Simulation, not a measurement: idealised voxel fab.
process module | voxel self aligned contacts
cross-section cut | 195 nm wide | cells 5 nm
A cross-section is a grid of square cells, given in bands from the top down. A band is one or more rows of cells.
Each band's line starts with the height of the band's top and of its bottom, in nm. Then come its materials from left to right, each with its width in nm. One material with "throughout" fills the band from edge to edge. "air" is empty space.
Height 0 is the level under which the wafer as received is all one material. The lowest band goes on downwards, as in "0 down".
A width such as "30 to 40" changes by the same amount from each row of cells to the next, from the band's top row to its bottom row.
"no change" after a step means that no cell of the cross-section changed.
closed voids: empty space of 8 cells or more with no open way to the top, each as width x height at its distance from the left edge, in nm
after a step's settings: what the simulator itself notes on the step
overlay nm, on a step with a mask: how far to the right of its planned place the mask lay; to the left if negative
plan
1 op RECEIVE | material Si
2 op OXIDIZE | depth nm 5
3 op DIRECTIONAL_DEP | material polySi | thk nm 20
4 op DIRECTIONAL_DEP | material SiN | thk nm 20
5 op DIRECTIONAL_DEP | material aC | thk nm 15
6 op PATTERN | tone cover | mask id GATE | material resist | width nm 25 | pitch nm 65 | thk nm 30 | overlay nm 0
7 op DIRECTIONAL_ETCH | etch materials aC | depth nm 15
8 op STRIP | etch materials resist
9 op DIRECTIONAL_ETCH | etch materials SiN | depth nm 20
10 op DIRECTIONAL_ETCH | etch materials polySi | depth nm 20
11 op STRIP | etch materials aC
12 op CONFORMAL_DEP | material SiN | thk nm 10
13 op DIRECTIONAL_ETCH | etch materials SiN | depth nm 10
14 op FILL_DEP | material SiO2 | thk nm 20
15 op CMP | height nm 50
16 op PATTERN | tone open | mask id CONTACT | material resist | width nm 50 | pitch nm 65 | thk nm 20 | overlay nm 0
17 op DIRECTIONAL_ETCH | etch materials SiO2 | depth nm 55
18 op STRIP | etch materials resist
19 op CONFORMAL_DEP | material TiN | thk nm 5
20 op FILL_DEP | material Ru | thk nm 5
21 op CMP | height nm 50
22 op CONFORMAL_DEP | material SiCN | thk nm 5
varied across the wafers: thk nm of step 22. The plan shows the first wafer's value. All wafers start alike
first wafer as received, after step 1
  0 down: Si throughout
  closed voids: none
each wafer at the end: cells of each material gained (+) or lost (-) since it was received, then its closed voids
thk nm 5 | +52 Ru | -39 Si | +39 SiCN | +156 SiN | +101 SiO2 | +60 TiN | +60 polySi | closed voids: none
thk nm 10 | +52 Ru | -39 Si | +78 SiCN | +156 SiN | +101 SiO2 | +60 TiN | +60 polySi | closed voids: none
thk nm 15 | +52 Ru | -39 Si | +117 SiCN | +156 SiN | +101 SiO2 | +60 TiN | +60 polySi | closed voids: none
thk nm 20 | +52 Ru | -39 Si | +156 SiCN | +156 SiN | +101 SiO2 | +60 TiN | +60 polySi | closed voids: none
